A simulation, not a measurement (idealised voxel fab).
Process module, titled voxel wiring stack
This is section cut - it's 275 nm across, gridded in 5 nm square cells.
For the purposes of this document, a cross-section shall be understood as a grid of square cells, specified as bands listed in top-to-bottom order, each band consisting of one or more rows of cells. Heads up on the band format: heights come first, top then bottom, in nm. After that it's the materials left to right, each with its width in nm. A single material flagged "full width" fills the whole band edge to edge, and "blank" means there's empty space there. We count height from 0. Below that, the starting wafer is all one material. The lowest band never ends at the bottom but goes on down; see "0 nm and below" for how that is written. Top row gets the first number, bottom row gets the second, and each row in between changes by the same step: that is how a band width like "30..40" works. Given "identical to before" for a step, no cell of the cross-section differs between before and after that step. For the entry "Closed void entries", the listed items are empty spaces with no open way to the top whose size is 8 cells or more; each item follows the pattern width x height at distance, where distance is from the left edge and all three are in nm. That trailing text on a step's line, after the settings, is the simulator's own remark on the step. Steps that use a mask can have "overlay nm" on their line. It says how far the mask sat to the right of where it was meant to be. Negative means to the left. Each of the pairs that make up the rest of this document says: here is the cross-section before one process step, here is the cross-section after it, drawn only down to the lowest band that changed, and here, under the pair, is the step lying between them with its settings. Different pairs may come from different runs of this module on the same starting wafer, so a pair continues from the pair above it only where its entry headed "Cross-section, before" says so.

# Cross-section, before
- 0 nm and below = Si full width
- Closed void entries: none

# Resultant Cross-Section
- 10 nm to 0 nm = SiO2 full width
- Below a height of 0, the structure has not been altered.
- Closed void entries: none
The two cross-sections above are separated by a single process step, namely CONFORMAL_DEP: material SiO2, thk nm 10

Cross-section, before: as shown after the step in the preceding pair, directly above.

# Resultant Cross-Section
- 15 nm to 10 nm = SiN full width
- Below a height of 10, the structure has not been altered.
- Closed void entries: none
The two cross-sections above are separated by a single process step, namely CONFORMAL_DEP: material SiN, thk nm 5

Cross-section, before: as shown after the step in the preceding pair, directly above.

# Resultant Cross-Section
- 30 nm to 15 nm = SiO2 full width
- Below a height of 15, the structure has not been altered.
- Closed void entries: none
The two cross-sections above are separated by a single process step, namely DIRECTIONAL_DEP: material SiO2, thk nm 15

Cross-section, before: as shown after the step in the preceding pair, directly above.

# Resultant Cross-Section
- 40 nm to 30 nm = aC full width
- Below a height of 30, the structure has not been altered.
- Closed void entries: none
The two cross-sections above are separated by a single process step, namely DIRECTIONAL_DEP: material aC, thk nm 10

Cross-section, before: as shown after the step in the preceding pair, directly above.

# Resultant Cross-Section
- 65 nm to 40 nm = resist: 65 / blank: 20 / resist: 20 / blank: 20 / resist: 20 / blank: 20 / resist: 20 / blank: 20 / resist: 70
- Below a height of 40, the structure has not been altered.
- Closed void entries: none
The two cross-sections above are separated by a single process step, namely PATTERN: tone open, mask id METAL_1, material resist, width nm 20, pitch nm 40, thk nm 25, overlay nm 0

Cross-section, before: as shown after the step in the preceding pair, directly above.

# Resultant Cross-Section
- 55 nm to 40 nm = resist: 65 / blank: 20 / resist: 20 / blank: 20 / resist: 20 / blank: 20 / resist: 20 / blank: 20 / resist: 70
- 40 nm to 30 nm = aC: 65 / blank: 20 / aC: 20 / blank: 20 / aC: 20 / blank: 20 / aC: 20 / blank: 20 / aC: 70
- Below a height of 30, the structure has not been altered.
- Closed void entries: none
The two cross-sections above are separated by a single process step, namely DIRECTIONAL_ETCH: etch materials aC, depth nm 10

Cross-section, before: as shown after the step in the preceding pair, directly above.

# Resultant Cross-Section
- 40 nm to 30 nm = aC: 65 / blank: 20 / aC: 20 / blank: 20 / aC: 20 / blank: 20 / aC: 20 / blank: 20 / aC: 70
- Below a height of 30, the structure has not been altered.
- Closed void entries: none
The two cross-sections above are separated by a single process step, namely STRIP: etch materials resist

Cross-section, before: as shown after the step in the preceding pair, directly above.

# Resultant Cross-Section
- 40 nm to 30 nm = aC: 65 / blank: 20 / aC: 20 / blank: 20 / aC: 20 / blank: 20 / aC: 20 / blank: 20 / aC: 70
- 30 nm to 15 nm = SiO2: 65 / blank: 20 / SiO2: 20 / blank: 20 / SiO2: 20 / blank: 20 / SiO2: 20 / blank: 20 / SiO2: 70
- Below a height of 15, the structure has not been altered.
- Closed void entries: none
The two cross-sections above are separated by a single process step, namely DIRECTIONAL_ETCH: etch materials SiO2, depth nm 15

Cross-section, before: as shown after the step in the preceding pair, directly above.

# Resultant Cross-Section
- 40 nm to 30 nm = aC: 65 / blank: 20 / aC: 20 / blank: 20 / aC: 20 / blank: 20 / aC: 20 / blank: 20 / aC: 70
- 30 nm to 15 nm = SiO2: 65 / blank: 20 / SiO2: 20 / blank: 20 / SiO2: 20 / blank: 20 / SiO2: 20 / blank: 20 / SiO2: 70
- 15 nm to 10 nm = SiN: 65 / blank: 20 / SiN: 20 / blank: 20 / SiN: 20 / blank: 20 / SiN: 20 / blank: 20 / SiN: 70
- Below a height of 10, the structure has not been altered.
- Closed void entries: none
The two cross-sections above are separated by a single process step, namely DIRECTIONAL_ETCH: etch materials SiN, depth nm 5

Cross-section, before: as shown after the step in the preceding pair, directly above.

# Resultant Cross-Section
- 30 nm to 15 nm = SiO2: 65 / blank: 20 / SiO2: 20 / blank: 20 / SiO2: 20 / blank: 20 / SiO2: 20 / blank: 20 / SiO2: 70
- Below a height of 15, the structure has not been altered.
- Closed void entries: none
The two cross-sections above are separated by a single process step, namely STRIP: etch materials aC

Cross-section, before: as shown after the step in the preceding pair, directly above.

# Resultant Cross-Section
- 35 nm to 30 nm = TiN: 70 / blank: 10 / TiN: 30 / blank: 10 / TiN: 30 / blank: 10 / TiN: 30 / blank: 10 / TiN: 75
- 30 nm to 15 nm = SiO2: 65 / TiN: 5 / blank: 10 / TiN: 5 / SiO2: 20 / TiN: 5 / blank: 10 / TiN: 5 / SiO2: 20 / TiN: 5 / blank: 10 / TiN: 5 / SiO2: 20 / TiN: 5 / blank: 10 / TiN: 5 / SiO2: 70
- 15 nm to 10 nm = SiN: 65 / TiN: 20 / SiN: 20 / TiN: 20 / SiN: 20 / TiN: 20 / SiN: 20 / TiN: 20 / SiN: 70
- Below a height of 10, the structure has not been altered.
- Closed void entries: none
The two cross-sections above are separated by a single process step, namely CONFORMAL_DEP: material TiN, thk nm 5

Cross-section, before: as shown after the step in the preceding pair, directly above.

# Resultant Cross-Section
- 40 nm to 35 nm = Cu full width
- 35 nm to 30 nm = TiN: 70 / Cu: 10 / TiN: 30 / Cu: 10 / TiN: 30 / Cu: 10 / TiN: 30 / Cu: 10 / TiN: 75
- 30 nm to 15 nm = SiO2: 65 / TiN: 5 / Cu: 10 / TiN: 5 / SiO2: 20 / TiN: 5 / Cu: 10 / TiN: 5 / SiO2: 20 / TiN: 5 / Cu: 10 / TiN: 5 / SiO2: 20 / TiN: 5 / Cu: 10 / TiN: 5 / SiO2: 70
- Below a height of 15, the structure has not been altered.
- Closed void entries: none
The two cross-sections above are separated by a single process step, namely FILL_DEP: material Cu, thk nm 5

Cross-section, before: as shown after the step in the preceding pair, directly above.

# Resultant Cross-Section
- 30 nm to 15 nm = SiO2: 65 / TiN: 5 / Cu: 10 / TiN: 5 / SiO2: 20 / TiN: 5 / Cu: 10 / TiN: 5 / SiO2: 20 / TiN: 5 / Cu: 10 / TiN: 5 / SiO2: 20 / TiN: 5 / Cu: 10 / TiN: 5 / SiO2: 70
- Below a height of 15, the structure has not been altered.
- Closed void entries: none
The two cross-sections above are separated by a single process step, namely CMP: height nm 30

Cross-section, before: as shown after the step in the preceding pair, directly above.

# Resultant Cross-Section
- 35 nm to 30 nm = SiCN full width
- Below a height of 30, the structure has not been altered.
- Closed void entries: none
The two cross-sections above are separated by a single process step, namely CONFORMAL_DEP: material SiCN, thk nm 5

Cross-section, before: as shown after the step in the preceding pair, directly above.

# Resultant Cross-Section
- 55 nm to 35 nm = SiO2 full width
- Below a height of 35, the structure has not been altered.
- Closed void entries: none
The two cross-sections above are separated by a single process step, namely DIRECTIONAL_DEP: material SiO2, thk nm 20

Cross-section, before: as shown after the step in the preceding pair, directly above.

# Resultant Cross-Section
- 55 nm to 35 nm = SiO2: 65 / blank: 15 / SiO2: 25 / blank: 15 / SiO2: 25 / blank: 15 / SiO2: 25 / blank: 15 / SiO2: 75
- Below a height of 35, the structure has not been altered.
- Closed void entries: none
The two cross-sections above are separated by a single process step, namely MASKED_ETCH: tone open, mask id PLUG_1, width nm 15, pitch nm 40, etch materials SiO2, depth nm 20, overlay nm 0

Cross-section, before: as shown after the step in the preceding pair, directly above.

# Resultant Cross-Section
- 55 nm to 35 nm = SiO2: 65 / blank: 15 / SiO2: 25 / blank: 15 / SiO2: 25 / blank: 15 / SiO2: 25 / blank: 15 / SiO2: 75
- 35 nm to 30 nm = SiCN: 65 / blank: 15 / SiCN: 25 / blank: 15 / SiCN: 25 / blank: 15 / SiCN: 25 / blank: 15 / SiCN: 75
- Below a height of 30, the structure has not been altered.
- Closed void entries: none
The two cross-sections above are separated by a single process step, namely MASKED_ETCH: tone open, mask id PLUG_1, width nm 15, pitch nm 40, etch materials SiCN, depth nm 5, overlay nm 0

Cross-section, before: as shown after the step in the preceding pair, directly above.

# Resultant Cross-Section
- 55 nm to 40 nm = SiO2: 65 / blank: 15 / SiO2: 25 / blank: 15 / SiO2: 25 / blank: 15 / SiO2: 25 / blank: 15 / SiO2: 75
- 40 nm to 35 nm = SiO2: 65 / Ru: 15 / SiO2: 25 / Ru: 15 / SiO2: 25 / Ru: 15 / SiO2: 25 / Ru: 15 / SiO2: 75
- 35 nm to 30 nm = SiCN: 65 / Ru: 15 / SiCN: 25 / Ru: 15 / SiCN: 25 / Ru: 15 / SiCN: 25 / Ru: 15 / SiCN: 75
- Below a height of 30, the structure has not been altered.
- Closed void entries: none
The two cross-sections above are separated by a single process step, namely EPI: material Ru, thk nm 10

Cross-section, before: as shown after the step in the preceding pair, directly above.

# Resultant Cross-Section
- 55 nm to 50 nm = SiO2: 65 / blank: 15 / SiO2: 25 / blank: 15 / SiO2: 25 / blank: 15 / SiO2: 25 / blank: 15 / SiO2: 75
- 50 nm to 35 nm = SiO2: 65 / Ru: 15 / SiO2: 25 / Ru: 15 / SiO2: 25 / Ru: 15 / SiO2: 25 / Ru: 15 / SiO2: 75
- Below a height of 35, the structure has not been altered.
- Closed void entries: none
The two cross-sections above are separated by a single process step, namely EPI: material Ru, thk nm 10

Cross-section, before: as shown after the step in the preceding pair, directly above.

# Resultant Cross-Section
- 55 nm to 35 nm = SiO2: 65 / Ru: 15 / SiO2: 25 / Ru: 15 / SiO2: 25 / Ru: 15 / SiO2: 25 / Ru: 15 / SiO2: 75
- Below a height of 35, the structure has not been altered.
- Closed void entries: none
The two cross-sections above are separated by a single process step, namely EPI: material Ru, thk nm 5

Cross-section, before: as shown after the step in the preceding pair, directly above.

# Resultant Cross-Section
- 60 nm to 55 nm = SiN full width
- Below a height of 55, the structure has not been altered.
- Closed void entries: none
The two cross-sections above are separated by a single process step, namely CONFORMAL_DEP: material SiN, thk nm 5

Cross-section, before: as shown after the step in the preceding pair, directly above.

# Resultant Cross-Section
- 80 nm to 60 nm = SiO2 full width
- Below a height of 60, the structure has not been altered.
- Closed void entries: none
The two cross-sections above are separated by a single process step, namely DIRECTIONAL_DEP: material SiO2, thk nm 20

Cross-section, before: as shown after the step in the preceding pair, directly above.

# Resultant Cross-Section
- 90 nm to 80 nm = aC full width
- Below a height of 80, the structure has not been altered.
- Closed void entries: none
The two cross-sections above are separated by a single process step, namely DIRECTIONAL_DEP: material aC, thk nm 10

Cross-section, before: as shown after the step in the preceding pair, directly above.

# Resultant Cross-Section
- 115 nm to 90 nm = resist: 65 / blank: 20 / resist: 20 / blank: 20 / resist: 20 / blank: 20 / resist: 20 / blank: 20 / resist: 70
- Below a height of 90, the structure has not been altered.
- Closed void entries: none
The two cross-sections above are separated by a single process step, namely PATTERN: tone open, mask id METAL_2, material resist, width nm 20, pitch nm 40, thk nm 25, overlay nm 0

Cross-section, before: as shown after the step in the preceding pair, directly above.

# Resultant Cross-Section
- 105 nm to 90 nm = resist: 65 / blank: 20 / resist: 20 / blank: 20 / resist: 20 / blank: 20 / resist: 20 / blank: 20 / resist: 70
- 90 nm to 80 nm = aC: 65 / blank: 20 / aC: 20 / blank: 20 / aC: 20 / blank: 20 / aC: 20 / blank: 20 / aC: 70
- Below a height of 80, the structure has not been altered.
- Closed void entries: none
The two cross-sections above are separated by a single process step, namely DIRECTIONAL_ETCH: etch materials aC, depth nm 10

Cross-section, before: as shown after the step in the preceding pair, directly above.

# Resultant Cross-Section
- 90 nm to 80 nm = aC: 65 / blank: 20 / aC: 20 / blank: 20 / aC: 20 / blank: 20 / aC: 20 / blank: 20 / aC: 70
- Below a height of 80, the structure has not been altered.
- Closed void entries: none
The two cross-sections above are separated by a single process step, namely STRIP: etch materials resist

Cross-section, before: as shown after the step in the preceding pair, directly above.

# Resultant Cross-Section
- 90 nm to 80 nm = aC: 65 / blank: 20 / aC: 20 / blank: 20 / aC: 20 / blank: 20 / aC: 20 / blank: 20 / aC: 70
- 80 nm to 60 nm = SiO2: 65 / blank: 20 / SiO2: 20 / blank: 20 / SiO2: 20 / blank: 20 / SiO2: 20 / blank: 20 / SiO2: 70
- Below a height of 60, the structure has not been altered.
- Closed void entries: none
The two cross-sections above are separated by a single process step, namely DIRECTIONAL_ETCH: etch materials SiO2, depth nm 20

Cross-section, before: as shown after the step in the preceding pair, directly above.

# Resultant Cross-Section
- 90 nm to 80 nm = aC: 65 / blank: 20 / aC: 20 / blank: 20 / aC: 20 / blank: 20 / aC: 20 / blank: 20 / aC: 70
- 80 nm to 60 nm = SiO2: 65 / blank: 20 / SiO2: 20 / blank: 20 / SiO2: 20 / blank: 20 / SiO2: 20 / blank: 20 / SiO2: 70
- 60 nm to 55 nm = SiN: 65 / blank: 20 / SiN: 20 / blank: 20 / SiN: 20 / blank: 20 / SiN: 20 / blank: 20 / SiN: 70
- Below a height of 55, the structure has not been altered.
- Closed void entries: none
The two cross-sections above are separated by a single process step, namely DIRECTIONAL_ETCH: etch materials SiN, depth nm 5

Cross-section, before: as shown after the step in the preceding pair, directly above.

# Resultant Cross-Section
- 80 nm to 60 nm = SiO2: 65 / blank: 20 / SiO2: 20 / blank: 20 / SiO2: 20 / blank: 20 / SiO2: 20 / blank: 20 / SiO2: 70
- Below a height of 60, the structure has not been altered.
- Closed void entries: none
The two cross-sections above are separated by a single process step, namely STRIP: etch materials aC

Cross-section, before: as shown after the step in the preceding pair, directly above.

# Resultant Cross-Section
- 85 nm to 80 nm = TiN: 70 / blank: 10 / TiN: 30 / blank: 10 / TiN: 30 / blank: 10 / TiN: 30 / blank: 10 / TiN: 75
- 80 nm to 60 nm = SiO2: 65 / TiN: 5 / blank: 10 / TiN: 5 / SiO2: 20 / TiN: 5 / blank: 10 / TiN: 5 / SiO2: 20 / TiN: 5 / blank: 10 / TiN: 5 / SiO2: 20 / TiN: 5 / blank: 10 / TiN: 5 / SiO2: 70
- 60 nm to 55 nm = SiN: 65 / TiN: 20 / SiN: 20 / TiN: 20 / SiN: 20 / TiN: 20 / SiN: 20 / TiN: 20 / SiN: 70
- Below a height of 55, the structure has not been altered.
- Closed void entries: none
The two cross-sections above are separated by a single process step, namely CONFORMAL_DEP: material TiN, thk nm 5

Cross-section, before: as shown after the step in the preceding pair, directly above.

# Resultant Cross-Section
- 95 nm to 85 nm = Ru full width
- 85 nm to 80 nm = TiN: 70 / Ru: 10 / TiN: 30 / Ru: 10 / TiN: 30 / Ru: 10 / TiN: 30 / Ru: 10 / TiN: 75
- 80 nm to 60 nm = SiO2: 65 / TiN: 5 / Ru: 10 / TiN: 5 / SiO2: 20 / TiN: 5 / Ru: 10 / TiN: 5 / SiO2: 20 / TiN: 5 / Ru: 10 / TiN: 5 / SiO2: 20 / TiN: 5 / Ru: 10 / TiN: 5 / SiO2: 70
- Below a height of 60, the structure has not been altered.
- Closed void entries: none
The two cross-sections above are separated by a single process step, namely FILL_DEP: material Ru, thk nm 10

Cross-section, before: as shown after the step in the preceding pair, directly above.

# Resultant Cross-Section
- 80 nm to 60 nm = SiO2: 65 / TiN: 5 / Ru: 10 / TiN: 5 / SiO2: 20 / TiN: 5 / Ru: 10 / TiN: 5 / SiO2: 20 / TiN: 5 / Ru: 10 / TiN: 5 / SiO2: 20 / TiN: 5 / Ru: 10 / TiN: 5 / SiO2: 70
- Below a height of 60, the structure has not been altered.
- Closed void entries: none
The two cross-sections above are separated by a single process step, namely CMP: height nm 80

Cross-section, before: as shown after the step in the preceding pair, directly above.

# Resultant Cross-Section
- 85 nm to 80 nm = SiCN full width
- Below a height of 80, the structure has not been altered.
- Closed void entries: none
The two cross-sections above are separated by a single process step, namely CONFORMAL_DEP: material SiCN, thk nm 5

Cross-section, before: as shown after the step in the preceding pair, directly above.

# Resultant Cross-Section
- 105 nm to 85 nm = lowk full width
- Below a height of 85, the structure has not been altered.
- Closed void entries: none
The two cross-sections above are separated by a single process step, namely DIRECTIONAL_DEP: material lowk, thk nm 20

Cross-section, before: as shown after the step in the preceding pair, directly above.

# Resultant Cross-Section
- 120 nm to 105 nm = aC full width
- Below a height of 105, the structure has not been altered.
- Closed void entries: none
The two cross-sections above are separated by a single process step, namely DIRECTIONAL_DEP: material aC, thk nm 15

Cross-section, before: as shown after the step in the preceding pair, directly above.

# Resultant Cross-Section
- 150 nm to 120 nm = resist: 65 / blank: 15 / resist: 25 / blank: 15 / resist: 25 / blank: 15 / resist: 25 / blank: 15 / resist: 75
- Below a height of 120, the structure has not been altered.
- Closed void entries: none
The two cross-sections above are separated by a single process step, namely PATTERN: tone open, mask id PLUG_2, material resist, width nm 15, pitch nm 40, thk nm 30, overlay nm 0

Cross-section, before: as shown after the step in the preceding pair, directly above.

# Resultant Cross-Section
- 135 nm to 120 nm = resist: 65 / blank: 15 / resist: 25 / blank: 15 / resist: 25 / blank: 15 / resist: 25 / blank: 15 / resist: 75
- 120 nm to 105 nm = aC: 65 / blank: 15 / aC: 25 / blank: 15 / aC: 25 / blank: 15 / aC: 25 / blank: 15 / aC: 75
- Below a height of 105, the structure has not been altered.
- Closed void entries: none
The two cross-sections above are separated by a single process step, namely DIRECTIONAL_ETCH: etch materials aC, depth nm 15

Cross-section, before: as shown after the step in the preceding pair, directly above.

# Resultant Cross-Section
- 120 nm to 105 nm = aC: 65 / blank: 15 / aC: 25 / blank: 15 / aC: 25 / blank: 15 / aC: 25 / blank: 15 / aC: 75
- Below a height of 105, the structure has not been altered.
- Closed void entries: none
The two cross-sections above are separated by a single process step, namely STRIP: etch materials resist

Cross-section, before: as shown after the step in the preceding pair, directly above.

# Resultant Cross-Section
- 120 nm to 105 nm = aC: 65 / blank: 15 / aC: 25 / blank: 15 / aC: 25 / blank: 15 / aC: 25 / blank: 15 / aC: 75
- 105 nm to 85 nm = lowk: 65 / blank: 15 / lowk: 25 / blank: 15 / lowk: 25 / blank: 15 / lowk: 25 / blank: 15 / lowk: 75
- Below a height of 85, the structure has not been altered.
- Closed void entries: none
The two cross-sections above are separated by a single process step, namely DIRECTIONAL_ETCH: etch materials lowk, depth nm 20

Cross-section, before: as shown after the step in the preceding pair, directly above.

# Resultant Cross-Section
- 120 nm to 105 nm = aC: 65 / blank: 15 / aC: 25 / blank: 15 / aC: 25 / blank: 15 / aC: 25 / blank: 15 / aC: 75
- 105 nm to 85 nm = lowk: 65 / blank: 15 / lowk: 25 / blank: 15 / lowk: 25 / blank: 15 / lowk: 25 / blank: 15 / lowk: 75
- 85 nm to 80 nm = SiCN: 65 / blank: 15 / SiCN: 25 / blank: 15 / SiCN: 25 / blank: 15 / SiCN: 25 / blank: 15 / SiCN: 75
- Below a height of 80, the structure has not been altered.
- Closed void entries: none
The two cross-sections above are separated by a single process step, namely DIRECTIONAL_ETCH: etch materials SiCN, depth nm 5

Cross-section, before: as shown after the step in the preceding pair, directly above.

# Resultant Cross-Section
- 105 nm to 85 nm = lowk: 65 / blank: 15 / lowk: 25 / blank: 15 / lowk: 25 / blank: 15 / lowk: 25 / blank: 15 / lowk: 75
- Below a height of 85, the structure has not been altered.
- Closed void entries: none
The two cross-sections above are separated by a single process step, namely STRIP: etch materials aC

Cross-section, before: as shown after the step in the preceding pair, directly above.

# Resultant Cross-Section
- 110 nm to 105 nm = TiN: 70 / blank: 5 / TiN: 35 / blank: 5 / TiN: 35 / blank: 5 / TiN: 35 / blank: 5 / TiN: 80
- 105 nm to 85 nm = lowk: 65 / TiN: 5 / blank: 5 / TiN: 5 / lowk: 25 / TiN: 5 / blank: 5 / TiN: 5 / lowk: 25 / TiN: 5 / blank: 5 / TiN: 5 / lowk: 25 / TiN: 5 / blank: 5 / TiN: 5 / lowk: 75
- 85 nm to 80 nm = SiCN: 65 / TiN: 15 / SiCN: 25 / TiN: 15 / SiCN: 25 / TiN: 15 / SiCN: 25 / TiN: 15 / SiCN: 75
- Below a height of 80, the structure has not been altered.
- Closed void entries: none
The two cross-sections above are separated by a single process step, namely CONFORMAL_DEP: material TiN, thk nm 5

Cross-section, before: as shown after the step in the preceding pair, directly above.

# Resultant Cross-Section
- 120 nm to 110 nm = W full width
- 110 nm to 105 nm = TiN: 70 / W: 5 / TiN: 35 / W: 5 / TiN: 35 / W: 5 / TiN: 35 / W: 5 / TiN: 80
- 105 nm to 85 nm = lowk: 65 / TiN: 5 / W: 5 / TiN: 5 / lowk: 25 / TiN: 5 / W: 5 / TiN: 5 / lowk: 25 / TiN: 5 / W: 5 / TiN: 5 / lowk: 25 / TiN: 5 / W: 5 / TiN: 5 / lowk: 75
- Below a height of 85, the structure has not been altered.
- Closed void entries: none
The two cross-sections above are separated by a single process step, namely FILL_DEP: material W, thk nm 10

Cross-section, before: as shown after the step in the preceding pair, directly above.

# Resultant Cross-Section
- 105 nm to 85 nm = lowk: 65 / TiN: 5 / W: 5 / TiN: 5 / lowk: 25 / TiN: 5 / W: 5 / TiN: 5 / lowk: 25 / TiN: 5 / W: 5 / TiN: 5 / lowk: 25 / TiN: 5 / W: 5 / TiN: 5 / lowk: 75
- Below a height of 85, the structure has not been altered.
- Closed void entries: none
The two cross-sections above are separated by a single process step, namely CMP: height nm 105

Cross-section, before: as shown after the step in the preceding pair, directly above.

# Resultant Cross-Section
- 110 nm to 105 nm = TiN full width
- Below a height of 105, the structure has not been altered.
- Closed void entries: none
The two cross-sections above are separated by a single process step, namely DIRECTIONAL_DEP: material TiN, thk nm 5

Cross-section, before: as shown after the step in the preceding pair, directly above.

# Resultant Cross-Section
- 125 nm to 110 nm = W full width
- Below a height of 110, the structure has not been altered.
- Closed void entries: none
The two cross-sections above are separated by a single process step, namely DIRECTIONAL_DEP: material W, thk nm 15

Cross-section, before: as shown after the step in the preceding pair, directly above.

# Resultant Cross-Section
- 125 nm to 110 nm = blank: 65 / W: 20 / blank: 20 / W: 20 / blank: 20 / W: 20 / blank: 20 / W: 20 / blank: 70
- Below a height of 110, the structure has not been altered.
- Closed void entries: none
The two cross-sections above are separated by a single process step, namely MASKED_ETCH: tone cover, mask id METAL_3, width nm 20, pitch nm 40, etch materials W, depth nm 15, overlay nm 0

Cross-section, before: as shown after the step in the preceding pair, directly above.

# Resultant Cross-Section
- 125 nm to 110 nm = blank: 65 / W: 20 / blank: 20 / W: 20 / blank: 20 / W: 20 / blank: 20 / W: 20 / blank: 70
- 110 nm to 105 nm = blank: 65 / TiN: 20 / blank: 20 / TiN: 20 / blank: 20 / TiN: 20 / blank: 20 / TiN: 20 / blank: 70
- Below a height of 105, the structure has not been altered.
- Closed void entries: none
The two cross-sections above are separated by a single process step, namely MASKED_ETCH: tone cover, mask id METAL_3, width nm 20, pitch nm 40, etch materials TiN, depth nm 5, overlay nm 0

Cross-section, before: as shown after the step in the preceding pair, directly above.

# Resultant Cross-Section
- 130 nm to 125 nm = lowk full width
- 125 nm to 110 nm = lowk: 65 / W: 20 / lowk: 20 / W: 20 / lowk: 20 / W: 20 / lowk: 20 / W: 20 / lowk: 70
- 110 nm to 105 nm = lowk: 65 / TiN: 20 / lowk: 20 / TiN: 20 / lowk: 20 / TiN: 20 / lowk: 20 / TiN: 20 / lowk: 70
- Below a height of 105, the structure has not been altered.
- Closed void entries: none
The two cross-sections above are separated by a single process step, namely FILL_DEP: material lowk, thk nm 5

Cross-section, before: as shown after the step in the preceding pair, directly above.

# Resultant Cross-Section
- 125 nm to 110 nm = lowk: 65 / W: 20 / lowk: 20 / W: 20 / lowk: 20 / W: 20 / lowk: 20 / W: 20 / lowk: 70
- Below a height of 110, the structure has not been altered.
- Closed void entries: none
The two cross-sections above are separated by a single process step, namely CMP: height nm 125

Cross-section, before: as shown after the step in the preceding pair, directly above.

# Resultant Cross-Section
- 130 nm to 125 nm = SiCN full width
- Below a height of 125, the structure has not been altered.
- Closed void entries: none
The two cross-sections above are separated by a single process step, namely CONFORMAL_DEP: material SiCN, thk nm 5

# Cross-section, before
- 10 nm to 0 nm = SiO2 full width
- 0 nm and below = Si full width
- Closed void entries: none

# Resultant Cross-Section
- 25 nm to 0 nm = SiO2 full width
- Below a height of 0, the structure has not been altered.
- Closed void entries: none
The two cross-sections above are separated by a single process step, namely DIRECTIONAL_DEP: material SiO2, thk nm 15

Cross-section, before: as shown after the step in the preceding pair, directly above.

# Resultant Cross-Section
- 35 nm to 25 nm = aC full width
- Below a height of 25, the structure has not been altered.
- Closed void entries: none
The two cross-sections above are separated by a single process step, namely DIRECTIONAL_DEP: material aC, thk nm 10

Cross-section, before: as shown after the step in the preceding pair, directly above.

# Resultant Cross-Section
- 60 nm to 35 nm = resist: 65 / blank: 20 / resist: 20 / blank: 20 / resist: 20 / blank: 20 / resist: 20 / blank: 20 / resist: 70
- Below a height of 35, the structure has not been altered.
- Closed void entries: none
The two cross-sections above are separated by a single process step, namely PATTERN: tone open, mask id METAL_1, material resist, width nm 20, pitch nm 40, thk nm 25, overlay nm 0

Cross-section, before: as shown after the step in the preceding pair, directly above.

# Resultant Cross-Section
- 50 nm to 35 nm = resist: 65 / blank: 20 / resist: 20 / blank: 20 / resist: 20 / blank: 20 / resist: 20 / blank: 20 / resist: 70
- 35 nm to 25 nm = aC: 65 / blank: 20 / aC: 20 / blank: 20 / aC: 20 / blank: 20 / aC: 20 / blank: 20 / aC: 70
- Below a height of 25, the structure has not been altered.
- Closed void entries: none
The two cross-sections above are separated by a single process step, namely DIRECTIONAL_ETCH: etch materials aC, depth nm 10

Cross-section, before: as shown after the step in the preceding pair, directly above.

# Resultant Cross-Section
- 35 nm to 25 nm = aC: 65 / blank: 20 / aC: 20 / blank: 20 / aC: 20 / blank: 20 / aC: 20 / blank: 20 / aC: 70
- Below a height of 25, the structure has not been altered.
- Closed void entries: none
The two cross-sections above are separated by a single process step, namely STRIP: etch materials resist

Cross-section, before: as shown after the step in the preceding pair, directly above.

# Resultant Cross-Section
- 35 nm to 25 nm = aC: 65 / blank: 20 / aC: 20 / blank: 20 / aC: 20 / blank: 20 / aC: 20 / blank: 20 / aC: 70
- 25 nm to 10 nm = SiO2: 65 / blank: 20 / SiO2: 20 / blank: 20 / SiO2: 20 / blank: 20 / SiO2: 20 / blank: 20 / SiO2: 70
- Below a height of 10, the structure has not been altered.
- Closed void entries: none
The two cross-sections above are separated by a single process step, namely DIRECTIONAL_ETCH: etch materials SiO2, depth nm 15

Cross-section, before: as shown after the step in the preceding pair, directly above.

# Resultant Cross-Section
- 25 nm to 10 nm = SiO2: 65 / blank: 20 / SiO2: 20 / blank: 20 / SiO2: 20 / blank: 20 / SiO2: 20 / blank: 20 / SiO2: 70
- Below a height of 10, the structure has not been altered.
- Closed void entries: none
The two cross-sections above are separated by a single process step, namely STRIP: etch materials aC

Cross-section, before: as shown after the step in the preceding pair, directly above.

# Resultant Cross-Section
- 30 nm to 25 nm = TiN: 70 / blank: 10 / TiN: 30 / blank: 10 / TiN: 30 / blank: 10 / TiN: 30 / blank: 10 / TiN: 75
- 25 nm to 15 nm = SiO2: 65 / TiN: 5 / blank: 10 / TiN: 5 / SiO2: 20 / TiN: 5 / blank: 10 / TiN: 5 / SiO2: 20 / TiN: 5 / blank: 10 / TiN: 5 / SiO2: 20 / TiN: 5 / blank: 10 / TiN: 5 / SiO2: 70
- 15 nm to 10 nm = SiO2: 65 / TiN: 20 / SiO2: 20 / TiN: 20 / SiO2: 20 / TiN: 20 / SiO2: 20 / TiN: 20 / SiO2: 70
- Below a height of 10, the structure has not been altered.
- Closed void entries: none
The two cross-sections above are separated by a single process step, namely CONFORMAL_DEP: material TiN, thk nm 5

Cross-section, before: as shown after the step in the preceding pair, directly above.

# Resultant Cross-Section
- 35 nm to 30 nm = Cu full width
- 30 nm to 25 nm = TiN: 70 / Cu: 10 / TiN: 30 / Cu: 10 / TiN: 30 / Cu: 10 / TiN: 30 / Cu: 10 / TiN: 75
- 25 nm to 15 nm = SiO2: 65 / TiN: 5 / Cu: 10 / TiN: 5 / SiO2: 20 / TiN: 5 / Cu: 10 / TiN: 5 / SiO2: 20 / TiN: 5 / Cu: 10 / TiN: 5 / SiO2: 20 / TiN: 5 / Cu: 10 / TiN: 5 / SiO2: 70
- Below a height of 15, the structure has not been altered.
- Closed void entries: none
The two cross-sections above are separated by a single process step, namely FILL_DEP: material Cu, thk nm 5

Cross-section, before: as shown after the step in the preceding pair, directly above.

# Resultant Cross-Section
- 30 nm to 25 nm = TiN: 70 / Cu: 10 / TiN: 30 / Cu: 10 / TiN: 30 / Cu: 10 / TiN: 30 / Cu: 10 / TiN: 75
- Below a height of 25, the structure has not been altered.
- Closed void entries: none
The two cross-sections above are separated by a single process step, namely CMP: height nm 30

Cross-section, before: as shown after the step in the preceding pair, directly above.

# Resultant Cross-Section
- 35 nm to 30 nm = SiCN full width
- Below a height of 30, the structure has not been altered.
- Closed void entries: none
The two cross-sections above are separated by a single process step, namely CONFORMAL_DEP: material SiCN, thk nm 5

Cross-section, before: as shown after the step in the preceding pair, directly above.

# Resultant Cross-Section
- 55 nm to 35 nm = SiO2 full width
- Below a height of 35, the structure has not been altered.
- Closed void entries: none
The two cross-sections above are separated by a single process step, namely DIRECTIONAL_DEP: material SiO2, thk nm 20
